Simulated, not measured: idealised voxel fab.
Process module name: voxel self aligned contacts
It is cross-section cut that appears here, measuring 200 nm in width, its square cells being 5 nm in size.
Cross-section spec: square-cell grid; bands listed top down; each band is one or more rows.
Top height, bottom height, nm. Materials left to right, width each, nm. Single material + "edge to edge" = fills band edge to edge. "empty" = empty.
It should be noted that heights are counted from 0, beneath which the wafer as supplied is of one material throughout, and that the lowest band possesses no lower boundary but continues downward, as written in "0..down".
You'd read "30 to 40" like this: the band's top row of cells is as wide as the first number, its bottom row is as wide as the second, and going down, every row changes width by the same amount as the row before did.
Where the words "no alterations made" appear for a step, the cross-section shows no cell changed by that step; every cell remained as before.
The entry titled "Closed internal voids" provides the empty spaces that have no open way to the top, restricted to those of 8 cells or more. Each is presented as width x height at distance, the distance being measured from the left edge, with all three in nm.
Formally, on a step line, whatever follows the settings is a remark that the simulator itself makes on the step.
The setting "overlay nm" may be written on the line of a step. When the step uses a mask, the value reports how far to the right of the planned place the mask lay, and a negative value reports that it lay to the left.
In what follows, pairs of cross-sections are presented, each taken before and after one process step, with the after cross-section shown only down to the lowest band that was altered; the step, together with its settings, is stated below the pair. The pairs may stem from different runs of this module on the same starting wafer; accordingly, a pair should be taken as continuing from the one above it solely where its entry headed "Before the process" indicates as much.

[Before the process]
  0..down | Si edge to edge
  Closed internal voids: none

[Step Result]
  0..-5 | SiO2 edge to edge
  At heights below -5, the structure remains unaltered.
  Closed internal voids: none
Looking at the two cross-sections above, the step in the middle is OXIDIZE, depth nm 5

Before the process: For the state before this step, see the after cross-section of the pair located directly above.

[Step Result]
  25..0 | polySi edge to edge
  At heights below 0, the structure remains unaltered.
  Closed internal voids: none
Looking at the two cross-sections above, the step in the middle is DIRECTIONAL_DEP, material polySi, thk nm 25

Before the process: For the state before this step, see the after cross-section of the pair located directly above.

[Step Result]
  45..25 | SiN edge to edge
  At heights below 25, the structure remains unaltered.
  Closed internal voids: none
Looking at the two cross-sections above, the step in the middle is DIRECTIONAL_DEP, material SiN, thk nm 20

Before the process: For the state before this step, see the after cross-section of the pair located directly above.

[Step Result]
  45..25 | empty: 15, SiN: 25, empty: 45, SiN: 25, empty: 45, SiN: 25, empty: 20
  At heights below 25, the structure remains unaltered.
  Closed internal voids: none
Looking at the two cross-sections above, the step in the middle is MASKED_ETCH, tone cover, mask id GATE, width nm 25, pitch nm 70, etch materials SiN, depth nm 20, overlay nm 0

Before the process: For the state before this step, see the after cross-section of the pair located directly above.

[Step Result]
  45..25 | empty: 15, SiN: 25, empty: 45, SiN: 25, empty: 45, SiN: 25, empty: 20
  25..0 | empty: 15, polySi: 25, empty: 45, polySi: 25, empty: 45, polySi: 25, empty: 20
  At heights below 0, the structure remains unaltered.
  Closed internal voids: none
Looking at the two cross-sections above, the step in the middle is MASKED_ETCH, tone cover, mask id GATE, width nm 25, pitch nm 70, etch materials polySi, depth nm 25, overlay nm 0

Before the process: For the state before this step, see the after cross-section of the pair located directly above.

[Step Result]
  55..25 | empty: 5, SiN: 45, empty: 25, SiN: 45, empty: 25, SiN: 45, empty: 10
  25..10 | empty: 5, SiN: 10, polySi: 25, SiN: 10, empty: 25, SiN: 10, polySi: 25, SiN: 10, empty: 25, SiN: 10, polySi: 25, SiN: 10, empty: 10
  10..0 | SiN: 15, polySi: 25, SiN: 45, polySi: 25, SiN: 45, polySi: 25, SiN: 20
  At heights below 0, the structure remains unaltered.
  Closed internal voids: none
Looking at the two cross-sections above, the step in the middle is CONFORMAL_DEP, material SiN, thk nm 10

Before the process: For the state before this step, see the after cross-section of the pair located directly above.

[Step Result]
  45..25 | empty: 5, SiN: 45, empty: 25, SiN: 45, empty: 25, SiN: 45, empty: 10
  25..0 | empty: 5, SiN: 10, polySi: 25, SiN: 10, empty: 25, SiN: 10, polySi: 25, SiN: 10, empty: 25, SiN: 10, polySi: 25, SiN: 10, empty: 10
  At heights below 0, the structure remains unaltered.
  Closed internal voids: none
Looking at the two cross-sections above, the step in the middle is DIRECTIONAL_ETCH, etch materials SiN, depth nm 10

Before the process: For the state before this step, see the after cross-section of the pair located directly above.

[Step Result]
  60..45 | SiO2 edge to edge
  45..25 | SiO2: 5, SiN: 45, SiO2: 25, SiN: 45, SiO2: 25, SiN: 45, SiO2: 10
  25..0 | SiO2: 5, SiN: 10, polySi: 25, SiN: 10, SiO2: 25, SiN: 10, polySi: 25, SiN: 10, SiO2: 25, SiN: 10, polySi: 25, SiN: 10, SiO2: 10
  At heights below 0, the structure remains unaltered.
  Closed internal voids: none
Looking at the two cross-sections above, the step in the middle is FILL_DEP, material SiO2, thk nm 15

Before the process: For the state before this step, see the after cross-section of the pair located directly above.

[Step Result]
  55..45 | SiO2 edge to edge
  At heights below 45, the structure remains unaltered.
  Closed internal voids: none
Looking at the two cross-sections above, the step in the middle is CMP, height nm 55

Before the process: For the state before this step, see the after cross-section of the pair located directly above.

[Step Result]
  65..55 | aC edge to edge
  At heights below 55, the structure remains unaltered.
  Closed internal voids: none
Looking at the two cross-sections above, the step in the middle is DIRECTIONAL_DEP, material aC, thk nm 10

Before the process: For the state before this step, see the after cross-section of the pair located directly above.

[Step Result]
  90..65 | resist: 35, empty: 55, resist: 15, empty: 55, resist: 40
  At heights below 65, the structure remains unaltered.
  Closed internal voids: none
Looking at the two cross-sections above, the step in the middle is PATTERN, tone open, mask id CONTACT, material resist, width nm 55, pitch nm 70, thk nm 25, overlay nm 0

Before the process: For the state before this step, see the after cross-section of the pair located directly above.

[Step Result]
  80..65 | resist: 35, empty: 55, resist: 15, empty: 55, resist: 40
  65..55 | aC: 35, empty: 55, aC: 15, empty: 55, aC: 40
  At heights below 55, the structure remains unaltered.
  Closed internal voids: none
Looking at the two cross-sections above, the step in the middle is DIRECTIONAL_ETCH, etch materials aC, depth nm 10

Before the process: For the state before this step, see the after cross-section of the pair located directly above.

[Step Result]
  65..55 | aC: 35, empty: 55, aC: 15, empty: 55, aC: 40
  At heights below 55, the structure remains unaltered.
  Closed internal voids: none
Looking at the two cross-sections above, the step in the middle is STRIP, etch materials resist

Before the process: For the state before this step, see the after cross-section of the pair located directly above.

[Step Result]
  65..55 | aC: 35, empty: 55, aC: 15, empty: 55, aC: 40
  55..45 | SiO2: 35, empty: 55, SiO2: 15, empty: 55, SiO2: 40
  45..25 | SiO2: 5, SiN: 45, empty: 25, SiN: 45, empty: 25, SiN: 45, SiO2: 10
  25..0 | SiO2: 5, SiN: 10, polySi: 25, SiN: 10, empty: 25, SiN: 10, polySi: 25, SiN: 10, empty: 25, SiN: 10, polySi: 25, SiN: 10, SiO2: 10
  0..-5 | SiO2: 50, empty: 25, SiO2: 45, empty: 25, SiO2: 55
  At heights below -5, the structure remains unaltered.
  Closed internal voids: none
Looking at the two cross-sections above, the step in the middle is DIRECTIONAL_ETCH, etch materials SiO2, depth nm 60

Before the process: For the state before this step, see the after cross-section of the pair located directly above.

[Step Result]
  55..45 | SiO2: 35, empty: 55, SiO2: 15, empty: 55, SiO2: 40
  At heights below 45, the structure remains unaltered.
  Closed internal voids: none
Looking at the two cross-sections above, the step in the middle is STRIP, etch materials aC

Before the process: For the state before this step, see the after cross-section of the pair located directly above.

[Step Result]
  60..55 | TiN: 40, empty: 45, TiN: 25, empty: 45, TiN: 45
  55..45 | SiO2: 35, TiN: 5 to 20, empty: 45 to 15, TiN: 5 to 20, SiO2: 15, TiN: 5 to 20, empty: 45 to 15, TiN: 5 to 20, SiO2: 40
  45..25 | SiO2: 5, SiN: 45, TiN: 5, empty: 15, TiN: 5, SiN: 45, TiN: 5, empty: 15, TiN: 5, SiN: 45, SiO2: 10
  25..0 | SiO2: 5, SiN: 10, polySi: 25, SiN: 10, TiN: 5, empty: 15, TiN: 5, SiN: 10, polySi: 25, SiN: 10, TiN: 5, empty: 15, TiN: 5, SiN: 10, polySi: 25, SiN: 10, SiO2: 10
  0..-5 | SiO2: 50, TiN: 25, SiO2: 45, TiN: 25, SiO2: 55
  At heights below -5, the structure remains unaltered.
  Closed internal voids: none
Looking at the two cross-sections above, the step in the middle is CONFORMAL_DEP, material TiN, thk nm 5

Before the process: For the state before this step, see the after cross-section of the pair located directly above.

[Step Result]
  65..60 | W edge to edge
  60..55 | TiN: 40, W: 45, TiN: 25, W: 45, TiN: 45
  55..45 | SiO2: 35, TiN: 5 to 20, W: 45 to 15, TiN: 5 to 20, SiO2: 15, TiN: 5 to 20, W: 45 to 15, TiN: 5 to 20, SiO2: 40
  45..25 | SiO2: 5, SiN: 45, TiN: 5, W: 15, TiN: 5, SiN: 45, TiN: 5, W: 15, TiN: 5, SiN: 45, SiO2: 10
  25..0 | SiO2: 5, SiN: 10, polySi: 25, SiN: 10, TiN: 5, W: 15, TiN: 5, SiN: 10, polySi: 25, SiN: 10, TiN: 5, W: 15, TiN: 5, SiN: 10, polySi: 25, SiN: 10, SiO2: 10
  At heights below 0, the structure remains unaltered.
  Closed internal voids: none
Looking at the two cross-sections above, the step in the middle is FILL_DEP, material W, thk nm 5

Before the process: For the state before this step, see the after cross-section of the pair located directly above.

[Step Result]
  55..45 | SiO2: 35, TiN: 5 to 20, W: 45 to 15, TiN: 5 to 20, SiO2: 15, TiN: 5 to 20, W: 45 to 15, TiN: 5 to 20, SiO2: 40
  At heights below 45, the structure remains unaltered.
  Closed internal voids: none
Looking at the two cross-sections above, the step in the middle is CMP, height nm 55

Before the process: For the state before this step, see the after cross-section of the pair located directly above.

[Step Result]
  60..55 | SiCN edge to edge
  At heights below 55, the structure remains unaltered.
  Closed internal voids: none
Looking at the two cross-sections above, the step in the middle is CONFORMAL_DEP, material SiCN, thk nm 5

[Before the process]
  0..down | Si edge to edge
  Closed internal voids: none

[Step Result]
  25..0 | polySi edge to edge
  At heights below 0, the structure remains unaltered.
  Closed internal voids: none
Looking at the two cross-sections above, the step in the middle is DIRECTIONAL_DEP, material polySi, thk nm 25

Before the process: For the state before this step, see the after cross-section of the pair located directly above.

[Step Result]
  45..25 | SiN edge to edge
  At heights below 25, the structure remains unaltered.
  Closed internal voids: none
Looking at the two cross-sections above, the step in the middle is DIRECTIONAL_DEP, material SiN, thk nm 20

Before the process: For the state before this step, see the after cross-section of the pair located directly above.

[Step Result]
  45..25 | empty: 15, SiN: 25, empty: 45, SiN: 25, empty: 45, SiN: 25, empty: 20
  At heights below 25, the structure remains unaltered.
  Closed internal voids: none
Looking at the two cross-sections above, the step in the middle is MASKED_ETCH, tone cover, mask id GATE, width nm 25, pitch nm 70, etch materials SiN, depth nm 20, overlay nm 0

Before the process: For the state before this step, see the after cross-section of the pair located directly above.

[Step Result]
  45..25 | empty: 15, SiN: 25, empty: 45, SiN: 25, empty: 45, SiN: 25, empty: 20
  25..0 | empty: 15, polySi: 25, empty: 45, polySi: 25, empty: 45, polySi: 25, empty: 20
  At heights below 0, the structure remains unaltered.
  Closed internal voids: none
Looking at the two cross-sections above, the step in the middle is MASKED_ETCH, tone cover, mask id GATE, width nm 25, pitch nm 70, etch materials polySi, depth nm 25, overlay nm 0

Before the process: For the state before this step, see the after cross-section of the pair located directly above.

[Step Result]
  55..25 | empty: 5, SiN: 45, empty: 25, SiN: 45, empty: 25, SiN: 45, empty: 10
  25..10 | empty: 5, SiN: 10, polySi: 25, SiN: 10, empty: 25, SiN: 10, polySi: 25, SiN: 10, empty: 25, SiN: 10, polySi: 25, SiN: 10, empty: 10
  10..0 | SiN: 15, polySi: 25, SiN: 45, polySi: 25, SiN: 45, polySi: 25, SiN: 20
  At heights below 0, the structure remains unaltered.
  Closed internal voids: none
Looking at the two cross-sections above, the step in the middle is CONFORMAL_DEP, material SiN, thk nm 10

Before the process: For the state before this step, see the after cross-section of the pair located directly above.

[Step Result]
  45..25 | empty: 5, SiN: 45, empty: 25, SiN: 45, empty: 25, SiN: 45, empty: 10
  25..0 | empty: 5, SiN: 10, polySi: 25, SiN: 10, empty: 25, SiN: 10, polySi: 25, SiN: 10, empty: 25, SiN: 10, polySi: 25, SiN: 10, empty: 10
  At heights below 0, the structure remains unaltered.
  Closed internal voids: none
Looking at the two cross-sections above, the step in the middle is DIRECTIONAL_ETCH, etch materials SiN, depth nm 10

Before the process: For the state before this step, see the after cross-section of the pair located directly above.

[Step Result]
  60..45 | SiO2 edge to edge
  45..25 | SiO2: 5, SiN: 45, SiO2: 25, SiN: 45, SiO2: 25, SiN: 45, SiO2: 10
  25..0 | SiO2: 5, SiN: 10, polySi: 25, SiN: 10, SiO2: 25, SiN: 10, polySi: 25, SiN: 10, SiO2: 25, SiN: 10, polySi: 25, SiN: 10, SiO2: 10
  At heights below 0, the structure remains unaltered.
  Closed internal voids: none
Looking at the two cross-sections above, the step in the middle is FILL_DEP, material SiO2, thk nm 15

Before the process: For the state before this step, see the after cross-section of the pair located directly above.

[Step Result]
  55..45 | SiO2 edge to edge
  At heights below 45, the structure remains unaltered.
  Closed internal voids: none
Looking at the two cross-sections above, the step in the middle is CMP, height nm 55

Before the process: For the state before this step, see the after cross-section of the pair located directly above.

[Step Result]
  65..55 | aC edge to edge
  At heights below 55, the structure remains unaltered.
  Closed internal voids: none
Looking at the two cross-sections above, the step in the middle is DIRECTIONAL_DEP, material aC, thk nm 10

Before the process: For the state before this step, see the after cross-section of the pair located directly above.

[Step Result]
  90..65 | resist: 35, empty: 55, resist: 15, empty: 55, resist: 40
  At heights below 65, the structure remains unaltered.
  Closed internal voids: none
Looking at the two cross-sections above, the step in the middle is PATTERN, tone open, mask id CONTACT, material resist, width nm 55, pitch nm 70, thk nm 25, overlay nm 0

Before the process: For the state before this step, see the after cross-section of the pair located directly above.

[Step Result]
  80..65 | resist: 35, empty: 55, resist: 15, empty: 55, resist: 40
  65..55 | aC: 35, empty: 55, aC: 15, empty: 55, aC: 40
  At heights below 55, the structure remains unaltered.
  Closed internal voids: none
Looking at the two cross-sections above, the step in the middle is DIRECTIONAL_ETCH, etch materials aC, depth nm 10

Before the process: For the state before this step, see the after cross-section of the pair located directly above.

[Step Result]
  65..55 | aC: 35, empty: 55, aC: 15, empty: 55, aC: 40
  At heights below 55, the structure remains unaltered.
  Closed internal voids: none
Looking at the two cross-sections above, the step in the middle is STRIP, etch materials resist

Before the process: For the state before this step, see the after cross-section of the pair located directly above.

[Step Result]
  65..55 | aC: 35, empty: 55, aC: 15, empty: 55, aC: 40
  55..45 | SiO2: 35, empty: 55, SiO2: 15, empty: 55, SiO2: 40
  45..25 | SiO2: 5, SiN: 45, empty: 25, SiN: 45, empty: 25, SiN: 45, SiO2: 10
  25..0 | SiO2: 5, SiN: 10, polySi: 25, SiN: 10, empty: 25, SiN: 10, polySi: 25, SiN: 10, empty: 25, SiN: 10, polySi: 25, SiN: 10, SiO2: 10
  At heights below 0, the structure remains unaltered.
  Closed internal voids: none
Looking at the two cross-sections above, the step in the middle is DIRECTIONAL_ETCH, etch materials SiO2, depth nm 60

Before the process: For the state before this step, see the after cross-section of the pair located directly above.

[Step Result]
  55..45 | SiO2: 35, empty: 55, SiO2: 15, empty: 55, SiO2: 40
  At heights below 45, the structure remains unaltered.
  Closed internal voids: none
Looking at the two cross-sections above, the step in the middle is STRIP, etch materials aC

Before the process: For the state before this step, see the after cross-section of the pair located directly above.

[Step Result]
  60..55 | TiN: 40, empty: 45, TiN: 25, empty: 45, TiN: 45
  55..45 | SiO2: 35, TiN: 5 to 20, empty: 45 to 15, TiN: 5 to 20, SiO2: 15, TiN: 5 to 20, empty: 45 to 15, TiN: 5 to 20, SiO2: 40
  45..25 | SiO2: 5, SiN: 45, TiN: 5, empty: 15, TiN: 5, SiN: 45, TiN: 5, empty: 15, TiN: 5, SiN: 45, SiO2: 10
  25..5 | SiO2: 5, SiN: 10, polySi: 25, SiN: 10, TiN: 5, empty: 15, TiN: 5, SiN: 10, polySi: 25, SiN: 10, TiN: 5, empty: 15, TiN: 5, SiN: 10, polySi: 25, SiN: 10, SiO2: 10
  5..0 | SiO2: 5, SiN: 10, polySi: 25, SiN: 10, TiN: 25, SiN: 10, polySi: 25, SiN: 10, TiN: 25, SiN: 10, polySi: 25, SiN: 10, SiO2: 10
  At heights below 0, the structure remains unaltered.
  Closed internal voids: none
Looking at the two cross-sections above, the step in the middle is CONFORMAL_DEP, material TiN, thk nm 5

Before the process: For the state before this step, see the after cross-section of the pair located directly above.

[Step Result]
  65..60 | W edge to edge
  60..55 | TiN: 40, W: 45, TiN: 25, W: 45, TiN: 45
  55..45 | SiO2: 35, TiN: 5 to 20, W: 45 to 15, TiN: 5 to 20, SiO2: 15, TiN: 5 to 20, W: 45 to 15, TiN: 5 to 20, SiO2: 40
  45..25 | SiO2: 5, SiN: 45, TiN: 5, W: 15, TiN: 5, SiN: 45, TiN: 5, W: 15, TiN: 5, SiN: 45, SiO2: 10
  25..5 | SiO2: 5, SiN: 10, polySi: 25, SiN: 10, TiN: 5, W: 15, TiN: 5, SiN: 10, polySi: 25, SiN: 10, TiN: 5, W: 15, TiN: 5, SiN: 10, polySi: 25, SiN: 10, SiO2: 10
  At heights below 5, the structure remains unaltered.
  Closed internal voids: none
Looking at the two cross-sections above, the step in the middle is FILL_DEP, material W, thk nm 5

Before the process: For the state before this step, see the after cross-section of the pair located directly above.

[Step Result]
  55..45 | SiO2: 35, TiN: 5 to 20, W: 45 to 15, TiN: 5 to 20, SiO2: 15, TiN: 5 to 20, W: 45 to 15, TiN: 5 to 20, SiO2: 40
  At heights below 45, the structure remains unaltered.
  Closed internal voids: none
Looking at the two cross-sections above, the step in the middle is CMP, height nm 55

Before the process: For the state before this step, see the after cross-section of the pair located directly above.

[Step Result]
  60..55 | SiCN edge to edge
  At heights below 55, the structure remains unaltered.
  Closed internal voids: none
Looking at the two cross-sections above, the step in the middle is CONFORMAL_DEP, material SiCN, thk nm 5

[Before the process]
  45..25 | SiN edge to edge
  25..0 | polySi edge to edge
  0..-5 | SiO2 edge to edge
  -5..down | Si edge to edge
  Closed internal voids: none

[Step Result]
  65..25 | SiN edge to edge
  At heights below 25, the structure remains unaltered.
  Closed internal voids: none
Looking at the two cross-sections above, the step in the middle is DIRECTIONAL_DEP, material SiN, thk nm 20

Before the process: For the state before this step, see the after cross-section of the pair located directly above.

[Step Result]
  65..45 | empty: 15, SiN: 25, empty: 45, SiN: 25, empty: 45, SiN: 25, empty: 20
  At heights below 45, the structure remains unaltered.
  Closed internal voids: none
Looking at the two cross-sections above, the step in the middle is MASKED_ETCH, tone cover, mask id GATE, width nm 25, pitch nm 70, etch materials SiN, depth nm 20, overlay nm 0

Before the process: For the state before this step, see the after cross-section of the pair located directly above.

[Step Result]
  75..55 | empty: 5, SiN: 45, empty: 25, SiN: 45, empty: 25, SiN: 45, empty: 10
  55..25 | SiN edge to edge
  At heights below 25, the structure remains unaltered.
  Closed internal voids: none
Looking at the two cross-sections above, the step in the middle is CONFORMAL_DEP, material SiN, thk nm 10

Before the process: For the state before this step, see the after cross-section of the pair located directly above.

[Step Result]
  65..45 | empty: 5, SiN: 45, empty: 25, SiN: 45, empty: 25, SiN: 45, empty: 10
  At heights below 45, the structure remains unaltered.
  Closed internal voids: none
Looking at the two cross-sections above, the step in the middle is DIRECTIONAL_ETCH, etch materials SiN, depth nm 10

Before the process: For the state before this step, see the after cross-section of the pair located directly above.

[Step Result]
  80..65 | SiO2 edge to edge
  65..45 | SiO2: 5, SiN: 45, SiO2: 25, SiN: 45, SiO2: 25, SiN: 45, SiO2: 10
  At heights below 45, the structure remains unaltered.
  Closed internal voids: none
Looking at the two cross-sections above, the step in the middle is FILL_DEP, material SiO2, thk nm 15

Before the process: For the state before this step, see the after cross-section of the pair located directly above.

[Step Result]
  55..45 | SiO2: 5, SiN: 45, SiO2: 25, SiN: 45, SiO2: 25, SiN: 45, SiO2: 10
  At heights below 45, the structure remains unaltered.
  Closed internal voids: none
Looking at the two cross-sections above, the step in the middle is CMP, height nm 55

Before the process: For the state before this step, see the after cross-section of the pair located directly above.

[Step Result]
  65..55 | aC edge to edge
  At heights below 55, the structure remains unaltered.
  Closed internal voids: none
Looking at the two cross-sections above, the step in the middle is DIRECTIONAL_DEP, material aC, thk nm 10

Before the process: For the state before this step, see the after cross-section of the pair located directly above.

[Step Result]
  90..65 | resist: 35, empty: 55, resist: 15, empty: 55, resist: 40
  At heights below 65, the structure remains unaltered.
  Closed internal voids: none
Looking at the two cross-sections above, the step in the middle is PATTERN, tone open, mask id CONTACT, material resist, width nm 55, pitch nm 70, thk nm 25, overlay nm 0

Before the process: For the state before this step, see the after cross-section of the pair located directly above.

[Step Result]
  80..65 | resist: 35, empty: 55, resist: 15, empty: 55, resist: 40
  65..55 | aC: 35, empty: 55, aC: 15, empty: 55, aC: 40
  At heights below 55, the structure remains unaltered.
  Closed internal voids: none
Looking at the two cross-sections above, the step in the middle is DIRECTIONAL_ETCH, etch materials aC, depth nm 10

Before the process: For the state before this step, see the after cross-section of the pair located directly above.

[Step Result]
  65..55 | aC: 35, empty: 55, aC: 15, empty: 55, aC: 40
  At heights below 55, the structure remains unaltered.
  Closed internal voids: none
Looking at the two cross-sections above, the step in the middle is STRIP, etch materials resist

Before the process: For the state before this step, see the after cross-section of the pair located directly above.

[Step Result]
  65..55 | aC: 35, empty: 55, aC: 15, empty: 55, aC: 40
  55..45 | SiO2: 5, SiN: 45, empty: 25, SiN: 45, empty: 25, SiN: 45, SiO2: 10
  At heights below 45, the structure remains unaltered.
  Closed internal voids: none
Looking at the two cross-sections above, the step in the middle is DIRECTIONAL_ETCH, etch materials SiO2, depth nm 60

Before the process: For the state before this step, see the after cross-section of the pair located directly above.

[Step Result]
  55..45 | SiO2: 5, SiN: 45, empty: 25, SiN: 45, empty: 25, SiN: 45, SiO2: 10
  At heights below 45, the structure remains unaltered.
  Closed internal voids: none
Looking at the two cross-sections above, the step in the middle is STRIP, etch materials aC

Before the process: For the state before this step, see the after cross-section of the pair located directly above.

[Step Result]
  60..55 | TiN: 55, empty: 15, TiN: 55, empty: 15, TiN: 60
  55..50 | SiO2: 5, SiN: 45, TiN: 5, empty: 15, TiN: 5, SiN: 45, TiN: 5, empty: 15, TiN: 5, SiN: 45, SiO2: 10
  50..45 | SiO2: 5, SiN: 45, TiN: 25, SiN: 45, TiN: 25, SiN: 45, SiO2: 10
  At heights below 45, the structure remains unaltered.
  Closed internal voids: none
Looking at the two cross-sections above, the step in the middle is CONFORMAL_DEP, material TiN, thk nm 5

Before the process: For the state before this step, see the after cross-section of the pair located directly above.

[Step Result]
  65..60 | W edge to edge
  60..55 | TiN: 55, W: 15, TiN: 55, W: 15, TiN: 60
  55..50 | SiO2: 5, SiN: 45, TiN: 5, W: 15, TiN: 5, SiN: 45, TiN: 5, W: 15, TiN: 5, SiN: 45, SiO2: 10
  At heights below 50, the structure remains unaltered.
  Closed internal voids: none
Looking at the two cross-sections above, the step in the middle is FILL_DEP, material W, thk nm 5

Before the process: For the state before this step, see the after cross-section of the pair located directly above.

[Step Result]
  55..50 | SiO2: 5, SiN: 45, TiN: 5, W: 15, TiN: 5, SiN: 45, TiN: 5, W: 15, TiN: 5, SiN: 45, SiO2: 10
  At heights below 50, the structure remains unaltered.
  Closed internal voids: none
Looking at the two cross-sections above, the step in the middle is CMP, height nm 55

Before the process: For the state before this step, see the after cross-section of the pair located directly above.

[Step Result]
  60..55 | SiCN edge to edge
  At heights below 55, the structure remains unaltered.
  Closed internal voids: none
Looking at the two cross-sections above, the step in the middle is CONFORMAL_DEP, material SiCN, thk nm 5

[Before the process]
  45..25 | empty: 15, SiN: 25, empty: 45, SiN: 25, empty: 45, SiN: 25, empty: 20
  25..0 | empty: 15, polySi: 25, empty: 45, polySi: 25, empty: 45, polySi: 25, empty: 20
  0..-5 | SiO2 edge to edge
  -5..down | Si edge to edge
  Closed internal voids: none

[Step Result]
  35..25 | empty: 15, SiN: 25, empty: 45, SiN: 25, empty: 45, SiN: 25, empty: 20
  At heights below 25, the structure remains unaltered.
  Closed internal voids: none
Looking at the two cross-sections above, the step in the middle is DIRECTIONAL_ETCH, etch materials SiN, depth nm 10

Before the process: For the state before this step, see the after cross-section of the pair located directly above.

[Step Result]
  45..25 | empty: 5, SiN: 45, empty: 25, SiN: 45, empty: 25, SiN: 45, empty: 10
  25..10 | empty: 5, SiN: 10, polySi: 25, SiN: 10, empty: 25, SiN: 10, polySi: 25, SiN: 10, empty: 25, SiN: 10, polySi: 25, SiN: 10, empty: 10
  10..0 | SiN: 15, polySi: 25, SiN: 45, polySi: 25, SiN: 45, polySi: 25, SiN: 20
  At heights below 0, the structure remains unaltered.
  Closed internal voids: none
Looking at the two cross-sections above, the step in the middle is CONFORMAL_DEP, material SiN, thk nm 10

Before the process: For the state before this step, see the after cross-section of the pair located directly above.

[Step Result]
  60..45 | SiO2 edge to edge
  45..25 | SiO2: 5, SiN: 45, SiO2: 25, SiN: 45, SiO2: 25, SiN: 45, SiO2: 10
  25..10 | SiO2: 5, SiN: 10, polySi: 25, SiN: 10, SiO2: 25, SiN: 10, polySi: 25, SiN: 10, SiO2: 25, SiN: 10, polySi: 25, SiN: 10, SiO2: 10
  At heights below 10, the structure remains unaltered.
  Closed internal voids: none
Looking at the two cross-sections above, the step in the middle is FILL_DEP, material SiO2, thk nm 15

Before the process: For the state before this step, see the after cross-section of the pair located directly above.

[Step Result]
  55..45 | SiO2 edge to edge
  At heights below 45, the structure remains unaltered.
  Closed internal voids: none
Looking at the two cross-sections above, the step in the middle is CMP, height nm 55

Before the process: For the state before this step, see the after cross-section of the pair located directly above.

[Step Result]
  65..55 | aC edge to edge
  At heights below 55, the structure remains unaltered.
  Closed internal voids: none
Looking at the two cross-sections above, the step in the middle is DIRECTIONAL_DEP, material aC, thk nm 10

Before the process: For the state before this step, see the after cross-section of the pair located directly above.

[Step Result]
  90..65 | resist: 35, empty: 55, resist: 15, empty: 55, resist: 40
  At heights below 65, the structure remains unaltered.
  Closed internal voids: none
Looking at the two cross-sections above, the step in the middle is PATTERN, tone open, mask id CONTACT, material resist, width nm 55, pitch nm 70, thk nm 25, overlay nm 0

Before the process: For the state before this step, see the after cross-section of the pair located directly above.

[Step Result]
  80..65 | resist: 35, empty: 55, resist: 15, empty: 55, resist: 40
  65..55 | aC: 35, empty: 55, aC: 15, empty: 55, aC: 40
  At heights below 55, the structure remains unaltered.
  Closed internal voids: none
Looking at the two cross-sections above, the step in the middle is DIRECTIONAL_ETCH, etch materials aC, depth nm 10

Before the process: For the state before this step, see the after cross-section of the pair located directly above.

[Step Result]
  65..55 | aC: 35, empty: 55, aC: 15, empty: 55, aC: 40
  At heights below 55, the structure remains unaltered.
  Closed internal voids: none
Looking at the two cross-sections above, the step in the middle is STRIP, etch materials resist

Before the process: For the state before this step, see the after cross-section of the pair located directly above.

[Step Result]
  65..55 | aC: 35, empty: 55, aC: 15, empty: 55, aC: 40
  55..45 | SiO2: 35, empty: 55, SiO2: 15, empty: 55, SiO2: 40
  45..25 | SiO2: 5, SiN: 45, empty: 25, SiN: 45, empty: 25, SiN: 45, SiO2: 10
  25..10 | SiO2: 5, SiN: 10, polySi: 25, SiN: 10, empty: 25, SiN: 10, polySi: 25, SiN: 10, empty: 25, SiN: 10, polySi: 25, SiN: 10, SiO2: 10
  At heights below 10, the structure remains unaltered.
  Closed internal voids: none
Looking at the two cross-sections above, the step in the middle is DIRECTIONAL_ETCH, etch materials SiO2, depth nm 60

Before the process: For the state before this step, see the after cross-section of the pair located directly above.

[Step Result]
  55..45 | SiO2: 35, empty: 55, SiO2: 15, empty: 55, SiO2: 40
  At heights below 45, the structure remains unaltered.
  Closed internal voids: none
Looking at the two cross-sections above, the step in the middle is STRIP, etch materials aC

Before the process: For the state before this step, see the after cross-section of the pair located directly above.

[Step Result]
  60..55 | TiN: 40, empty: 45, TiN: 25, empty: 45, TiN: 45
  55..45 | SiO2: 35, TiN: 5 to 20, empty: 45 to 15, TiN: 5 to 20, SiO2: 15, TiN: 5 to 20, empty: 45 to 15, TiN: 5 to 20, SiO2: 40
  45..25 | SiO2: 5, SiN: 45, TiN: 5, empty: 15, TiN: 5, SiN: 45, TiN: 5, empty: 15, TiN: 5, SiN: 45, SiO2: 10
  25..15 | SiO2: 5, SiN: 10, polySi: 25, SiN: 10, TiN: 5, empty: 15, TiN: 5, SiN: 10, polySi: 25, SiN: 10, TiN: 5, empty: 15, TiN: 5, SiN: 10, polySi: 25, SiN: 10, SiO2: 10
  15..10 | SiO2: 5, SiN: 10, polySi: 25, SiN: 10, TiN: 25, SiN: 10, polySi: 25, SiN: 10, TiN: 25, SiN: 10, polySi: 25, SiN: 10, SiO2: 10
  At heights below 10, the structure remains unaltered.
  Closed internal voids: none
Looking at the two cross-sections above, the step in the middle is CONFORMAL_DEP, material TiN, thk nm 5

Before the process: For the state before this step, see the after cross-section of the pair located directly above.

[Step Result]
  65..60 | W edge to edge
  60..55 | TiN: 40, W: 45, TiN: 25, W: 45, TiN: 45
  55..45 | SiO2: 35, TiN: 5 to 20, W: 45 to 15, TiN: 5 to 20, SiO2: 15, TiN: 5 to 20, W: 45 to 15, TiN: 5 to 20, SiO2: 40
  45..25 | SiO2: 5, SiN: 45, TiN: 5, W: 15, TiN: 5, SiN: 45, TiN: 5, W: 15, TiN: 5, SiN: 45, SiO2: 10
  25..15 | SiO2: 5, SiN: 10, polySi: 25, SiN: 10, TiN: 5, W: 15, TiN: 5, SiN: 10, polySi: 25, SiN: 10, TiN: 5, W: 15, TiN: 5, SiN: 10, polySi: 25, SiN: 10, SiO2: 10
  At heights below 15, the structure remains unaltered.
  Closed internal voids: none
Looking at the two cross-sections above, the step in the middle is FILL_DEP, material W, thk nm 5

Before the process: For the state before this step, see the after cross-section of the pair located directly above.

[Step Result]
  55..45 | SiO2: 35, TiN: 5 to 20, W: 45 to 15, TiN: 5 to 20, SiO2: 15, TiN: 5 to 20, W: 45 to 15, TiN: 5 to 20, SiO2: 40
  At heights below 45, the structure remains unaltered.
  Closed internal voids: none
Looking at the two cross-sections above, the step in the middle is CMP, height nm 55

Before the process: For the state before this step, see the after cross-section of the pair located directly above.

[Step Result]
  60..55 | SiCN edge to edge
  At heights below 55, the structure remains unaltered.
  Closed internal voids: none
Looking at the two cross-sections above, the step in the middle is CONFORMAL_DEP, material SiCN, thk nm 5
